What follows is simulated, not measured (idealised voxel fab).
process module | voxel local oxidation
cross-section cut | 255 nm wide | cells 5 nm
A cross-section is a grid of square cells, given in bands from the top down. A band is one or more rows of cells.
Each band's line starts with the height of the band's top and of its bottom, in nm. Then come its materials from left to right, each with its width in nm. One material with "throughout" fills the band from edge to edge. "air" is empty space.
Height 0 is the level under which the wafer as received is all one material. The lowest band goes on downwards, as in "0 down".
A width such as "30 to 40" changes by the same amount from each row of cells to the next, from the band's top row to its bottom row.
"no change" after a step means that no cell of the cross-section changed.
closed voids: empty space of 8 cells or more with no open way to the top, each as width x height at its distance from the left edge, in nm
after a step's settings: what the simulator itself notes on the step
overlay nm, on a step with a mask: how far to the right of its planned place the mask lay; to the left if negative
plan
1 op RECEIVE | material Si
2 op CONFORMAL_DEP | material SiO2 | thk nm 5
3 op CONFORMAL_DEP | material SiN | thk nm 15
4 op PATTERN | tone cover | mask id ACTIVE | material resist | width nm 95 | thk nm 20 | overlay nm 0
5 op DIRECTIONAL_ETCH | etch materials SiN | depth nm 15
6 op STRIP | etch materials resist
7 op SELECTIVE_ETCH | etch materials SiO2 | depth nm 5
8 op OXIDIZE | depth nm 10
9 op STRIP | etch materials SiN
as received, after step 1
  0 down: Si throughout
  closed voids: none
first wafer at the end, as planned
  5 to 0: air 85 | SiO2 85 | air 85
  0 to -10: SiO2 95 | Si 65 | SiO2 95
  -10 down: Si throughout
  closed voids: none
second wafer at the end: like start, like plan, one mistake
  20 to 5: air 80 | SiN 95 | air 80
  5 to 0: air 85 | SiO2 85 | air 85
  0 to -10: SiO2 95 | Si 65 | SiO2 95
  -10 down: Si throughout
  closed voids: none
what went wrong: step 9 was left out
at the end the second wafer has, in cells: 57 more of SiN
